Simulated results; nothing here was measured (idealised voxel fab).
process module | voxel self aligned vias
It is cross-section cut that appears here, measuring 235 nm in width, its square cells being 5 nm in size.
Cross-section spec: square-cell grid; bands listed top down; each band is one or more rows. This entry defines a band. It first specifies the height of the band's top and the height of its bottom in nm, and then specifies the band's materials from left to right, stating each material with its width in nm. The word "everywhere" identifies a single material that fills the band from edge to edge, while the word "empty" identifies empty space. A quick word on heights: they are counted from 0, and under that level the wafer as it came to us is one material throughout. The lowest band is different from the rest in having no bottom; it simply continues downward, written as in "0 and below". It should be noted that a width expressed as "30->40" varies in equal increments from row to row of cells within the band, taking the value of the first number at the top row and that of the second number at the bottom row. Where the words "no change" appear for a step, the cross-section shows no cell changed by that step; every cell remained as before. "Sealed void listing" contains a list of empty spaces, each no smaller than 8 cells and without an open way to the top, written in the form width x height at distance with the distance from the left edge and all three in nm. Formally, on a step line, whatever follows the settings is a remark that the simulator itself makes on the step. overlay nm: mask offset rightward from planned place, masked step; negative means leftward offset.

List of planned process steps:
| 1 | RECEIVE,material Si |
| 2 | CONFORMAL_DEP,material SiO2,thk nm 15 |
| 3 | CONFORMAL_DEP,material SiCN,thk nm 5 |
| 4 | DIRECTIONAL_DEP,material SiO2,thk nm 30 |
| 5 | MASKED_ETCH,tone open,mask id LINES,width nm 30,pitch nm 65,etch materials SiO2,depth nm 30,overlay nm 0 |
| 6 | CONFORMAL_DEP,material TiN,thk nm 5 |
| 7 | FILL_DEP,material Ru,thk nm 10 |
| 8 | CMP,height nm 50 |
| 9 | SELECTIVE_ETCH,etch materials W Ru TiN,depth nm 5 |
| 10 | FILL_DEP,material SiN,thk nm 5 |
| 11 | CMP,height nm 50 |
| 12 | DIRECTIONAL_DEP,material SiO2,thk nm 20 |
| 13 | DIRECTIONAL_DEP,material aC,thk nm 10 |
| 14 | PATTERN,tone open,mask id VIAS,material resist,width nm 40,pitch nm 65,thk nm 25,overlay nm 0 |
| 15 | DIRECTIONAL_ETCH,etch materials aC,depth nm 10 |
| 16 | STRIP,etch materials resist |
| 17 | DIRECTIONAL_ETCH,etch materials SiO2,depth nm 20 |
| 18 | DIRECTIONAL_ETCH,etch materials SiN,depth nm 5 |
| 19 | STRIP,etch materials aC |
| 20 | CONFORMAL_DEP,material TiN,thk nm 5 |
| 21 | FILL_DEP,material W,thk nm 5 |
| 22 | CMP,height nm 70 |
| 23 | CONFORMAL_DEP,material SiN,thk nm 5 |

Cross-section, incoming material, after step 1:
	0 and below: Si everywhere
	Sealed void listing: none

End-of-module cross-section of the first of two wafers, processed as planned:
	75 down to 70: SiN everywhere
	70 down to 55: SiO2 65 nm / TiN 5 nm / W 30 nm / TiN 5 nm / SiO2 25 nm / TiN 5 nm / W 30 nm / TiN 5 nm / SiO2 65 nm
	55 down to 50: SiO2 65 nm / TiN 10 nm / W 20 nm / TiN 10 nm / SiO2 25 nm / TiN 10 nm / W 20 nm / TiN 10 nm / SiO2 65 nm
	50 down to 45: SiO2 70 nm / TiN 30 nm / SiO2 35 nm / TiN 30 nm / SiO2 70 nm
	45 down to 25: SiO2 70 nm / TiN 5 nm / Ru 20 nm / TiN 5 nm / SiO2 35 nm / TiN 5 nm / Ru 20 nm / TiN 5 nm / SiO2 70 nm
	25 down to 20: SiO2 70 nm / TiN 30 nm / SiO2 35 nm / TiN 30 nm / SiO2 70 nm
	20 down to 15: SiCN everywhere
	15 down to 0: SiO2 everywhere
	0 and below: Si everywhere
	Sealed void listing: none

Cross-sectional view of the second of two wafers upon completion of the module. This wafer shared its starting condition and process plan with the first; one error was made during its execution:
	75 down to 70: SiN everywhere
	70 down to 50: SiO2 65 nm / TiN 5 nm / W 30 nm / TiN 5 nm / SiO2 25 nm / TiN 5 nm / W 30 nm / TiN 5 nm / SiO2 65 nm
	50 down to 45: SiN 65 nm / TiN 40 nm / SiN 25 nm / TiN 40 nm / SiN 65 nm
	45 down to 40: SiO2 70 nm / SiN 30 nm / SiO2 35 nm / SiN 30 nm / SiO2 70 nm
	40 down to 25: SiO2 70 nm / TiN 5 nm / Ru 20 nm / TiN 5 nm / SiO2 35 nm / TiN 5 nm / Ru 20 nm / TiN 5 nm / SiO2 70 nm
	25 down to 20: SiO2 70 nm / TiN 30 nm / SiO2 35 nm / TiN 30 nm / SiO2 70 nm
	20 down to 15: SiCN everywhere
	15 down to 0: SiO2 everywhere
	0 and below: Si everywhere
	Sealed void listing: none
what went wrong: step 8 deviated from plan and actually ran as CMP,height nm 45
Cell-count delta at end, second wafer over first, by material: Ru -8, SiN +43, SiO2 -35, TiN -4, W +4
